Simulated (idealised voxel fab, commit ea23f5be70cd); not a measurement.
A process module follows: voxel wiring stack.
Displayed cross-section: cut, width of 290 nm, square cells sized 5 nm.
Cross-section spec: square-cell grid; bands listed top down; each band is one or more rows. Heights first: top, then bottom, in nm. Then materials, left to right, each with a width in nm. "everywhere" on a single material: fills the band edge to edge. "empty": empty space. Height datum 0, below which the as-received substrate wafer is one material. Lowest band open at the bottom, running downward: "z 0 and below". The expression "30->40" gives the width at the extremes of the band, the first number at its top row of cells and the second at its bottom row, with the width changing by equal amounts from each row to the next in between. "everything unchanged" (step): cross-section cells unchanged, all of them. Fully closed voids: empty space of 8 cells or more with no open way to the top, each as width x height at its distance from the left edge, in nm. It should be noted that, on the line of a given step, the content following the step's settings is a remark produced by the simulator itself with respect to that step. Steps that use a mask can have "overlay nm" on their line. It says how far the mask sat to the right of where it was meant to be. Negative means to the left.
# So here's the lineup of process steps we planned
1) RECEIVE (material Si)
2) CONFORMAL_DEP (material SiO2; thk nm 10)
3) CONFORMAL_DEP (material SiCN; thk nm 5)
4) DIRECTIONAL_DEP (material SiO2; thk nm 25)
5) MASKED_ETCH (tone open; mask id METAL_1; width nm 20; pitch nm 45; etch materials SiO2; depth nm 25; overlay nm 0)
6) MASKED_ETCH (tone open; mask id METAL_1; width nm 20; pitch nm 45; etch materials SiCN; depth nm 5; overlay nm 0)
7) CONFORMAL_DEP (material TiN; thk nm 5)
8) FILL_DEP (material Cu; thk nm 5)
9) CMP (height nm 40)
10) CONFORMAL_DEP (material SiCN; thk nm 5)
11) DIRECTIONAL_DEP (material SiO2; thk nm 30)
12) MASKED_ETCH (tone open; mask id METAL_2; width nm 20; pitch nm 45; etch materials SiO2; depth nm 15; overlay nm 0)
13) PATTERN (tone open; mask id METAL_2_HOLES; material resist; width nm 15; thk nm 15; overlay nm 0)
14) DIRECTIONAL_ETCH (etch materials SiO2; depth nm 15)
15) DIRECTIONAL_ETCH (etch materials SiCN; depth nm 5)
16) STRIP (etch materials resist)
17) CONFORMAL_DEP (material TiN; thk nm 5)
18) FILL_DEP (material Cu; thk nm 5)
19) CMP (height nm 75)
20) CONFORMAL_DEP (material SiCN; thk nm 5)
21) DIRECTIONAL_DEP (material lowk; thk nm 30)
22) PATTERN (tone open; mask id METAL_3_HOLES; material resist; width nm 15; pitch nm 45; thk nm 20; overlay nm 0)
23) DIRECTIONAL_ETCH (etch materials lowk; depth nm 30)
24) STRIP (etch materials resist)
25) MASKED_ETCH (tone open; mask id METAL_3; width nm 20; pitch nm 45; etch materials lowk; depth nm 15; overlay nm 0)
26) MASKED_ETCH (tone open; mask id METAL_3; width nm 20; pitch nm 45; etch materials SiCN; depth nm 5; overlay nm 0)
27) CONFORMAL_DEP (material TiN; thk nm 5)
28) FILL_DEP (material Ru; thk nm 5)
29) CMP (height nm 110)
30) CONFORMAL_DEP (material SiCN; thk nm 5)
31) DIRECTIONAL_DEP (material lowk; thk nm 35)
32) DIRECTIONAL_DEP (material aC; thk nm 10)
33) PATTERN (tone open; mask id METAL_4_HOLES; material resist; width nm 15; thk nm 25; overlay nm 0)
34) DIRECTIONAL_ETCH (etch materials aC; depth nm 10)
35) STRIP (etch materials resist)
36) DIRECTIONAL_ETCH (etch materials lowk; depth nm 35)
37) STRIP (etch materials aC)
38) PATTERN (tone open; mask id METAL_4; material resist; width nm 20; pitch nm 45; thk nm 15; overlay nm 0)
39) DIRECTIONAL_ETCH (etch materials lowk; depth nm 20)
40) DIRECTIONAL_ETCH (etch materials SiCN; depth nm 5)
41) STRIP (etch materials resist)
42) CONFORMAL_DEP (material TiN; thk nm 5)
43) FILL_DEP (material Cu; thk nm 10)
44) CMP (height nm 150)
45) CONFORMAL_DEP (material SiN; thk nm 5)
Across this set of wafers, the varied parameter is the width nm of step 13. Starting conditions are identical for every wafer, and the plan reports the value assigned to the first wafer.
# Cross-section, first of several wafers, as delivered after step 1
z 0 and below: Si everywhere
Fully closed voids: none
# Cross-section of the first of several wafers once the module has run through its last step, step 45
z 155 to 150: SiN everywhere
z 150 to 135: 110 nm lowk  5 nm TiN  10 nm Cu  5 nm TiN  25 nm lowk  5 nm TiN  10 nm Cu  5 nm TiN  115 nm lowk
z 135 to 130: 110 nm lowk  5 nm TiN  5 nm Cu  10 nm TiN  25 nm lowk  20 nm TiN  115 nm lowk
z 130 to 115: 110 nm lowk  5 nm TiN  5 nm Cu  5 nm TiN  165 nm lowk
z 115 to 110: 110 nm SiCN  15 nm TiN  165 nm SiCN
z 110 to 100: 110 nm lowk  5 nm TiN  10 nm Ru  5 nm TiN  25 nm lowk  5 nm TiN  10 nm Ru  5 nm TiN  115 nm lowk
z 100 to 95: 110 nm lowk  5 nm TiN  5 nm Ru  10 nm TiN  25 nm lowk  5 nm TiN  5 nm Ru  10 nm TiN  115 nm lowk
z 95 to 80: 110 nm lowk  5 nm TiN  5 nm Ru  5 nm TiN  30 nm lowk  5 nm TiN  5 nm Ru  5 nm TiN  120 nm lowk
z 80 to 75: 110 nm SiCN  15 nm TiN  30 nm SiCN  15 nm TiN  120 nm SiCN
z 75 to 65: 110 nm SiO2  5 nm TiN  10 nm Cu  5 nm TiN  25 nm SiO2  5 nm TiN  10 nm Cu  5 nm TiN  115 nm SiO2
z 65 to 60: 110 nm SiO2  5 nm TiN  5 nm Cu  10 nm TiN  25 nm SiO2  20 nm TiN  115 nm SiO2
z 60 to 45: 110 nm SiO2  5 nm TiN  5 nm Cu  5 nm TiN  165 nm SiO2
z 45 to 40: 110 nm SiCN  15 nm TiN  165 nm SiCN
z 40 to 15: 110 nm SiO2  5 nm TiN  10 nm Cu  5 nm TiN  25 nm SiO2  5 nm TiN  10 nm Cu  5 nm TiN  115 nm SiO2
z 15 to 10: 110 nm SiCN  20 nm TiN  25 nm SiCN  20 nm TiN  115 nm SiCN
z 10 to 0: SiO2 everywhere
z 0 and below: Si everywhere
Fully closed voids: none
# Last wafer of the set, cross-sectioned at end of module
z 155 to 150: SiN everywhere
z 150 to 135: 110 nm lowk  5 nm TiN  10 nm Cu  5 nm TiN  25 nm lowk  5 nm TiN  10 nm Cu  5 nm TiN  115 nm lowk
z 135 to 130: 110 nm lowk  5 nm TiN  5 nm Cu  10 nm TiN  25 nm lowk  20 nm TiN  115 nm lowk
z 130 to 115: 110 nm lowk  5 nm TiN  5 nm Cu  5 nm TiN  165 nm lowk
z 115 to 110: 110 nm SiCN  15 nm TiN  165 nm SiCN
z 110 to 100: 110 nm lowk  5 nm TiN  10 nm Ru  5 nm TiN  25 nm lowk  5 nm TiN  10 nm Ru  5 nm TiN  115 nm lowk
z 100 to 95: 110 nm lowk  5 nm TiN  5 nm Ru  10 nm TiN  25 nm lowk  5 nm TiN  5 nm Ru  10 nm TiN  115 nm lowk
z 95 to 80: 110 nm lowk  5 nm TiN  5 nm Ru  5 nm TiN  30 nm lowk  5 nm TiN  5 nm Ru  5 nm TiN  120 nm lowk
z 80 to 75: 110 nm SiCN  15 nm TiN  30 nm SiCN  15 nm TiN  120 nm SiCN
z 75 to 65: 105 nm SiO2  5 nm TiN  20 nm Cu  5 nm TiN  20 nm SiO2  5 nm TiN  10 nm Cu  5 nm TiN  115 nm SiO2
z 65 to 60: 105 nm SiO2  10 nm TiN  10 nm Cu  10 nm TiN  20 nm SiO2  20 nm TiN  115 nm SiO2
z 60 to 45: 110 nm SiO2  5 nm TiN  10 nm Cu  5 nm TiN  160 nm SiO2
z 45 to 40: 110 nm SiCN  20 nm TiN  160 nm SiCN
z 40 to 15: 110 nm SiO2  5 nm TiN  10 nm Cu  5 nm TiN  25 nm SiO2  5 nm TiN  10 nm Cu  5 nm TiN  115 nm SiO2
z 15 to 10: 110 nm SiCN  20 nm TiN  25 nm SiCN  20 nm TiN  115 nm SiCN
z 10 to 0: SiO2 everywhere
z 0 and below: Si everywhere
Fully closed voids: none
# Basically each wafer gets a line in the table, showing it at the end of the module: material by material, the cells it gained (+) or lost (-) since we got it, then its closed voids
width nm 15 | +48 Cu | +16 Ru | +212 SiCN | +58 SiN | +681 SiO2 | +112 TiN | +671 lowk | Fully closed voids: none
width nm 20 | +52 Cu | +16 Ru | +211 SiCN | +58 SiN | +678 SiO2 | +112 TiN | +671 lowk | Fully closed voids: none
width nm 25 | +54 Cu | +16 Ru | +211 SiCN | +58 SiN | +675 SiO2 | +113 TiN | +671 lowk | Fully closed voids: none
width nm 30 | +56 Cu | +16 Ru | +211 SiCN | +58 SiN | +672 SiO2 | +114 TiN | +671 lowk | Fully closed voids: none
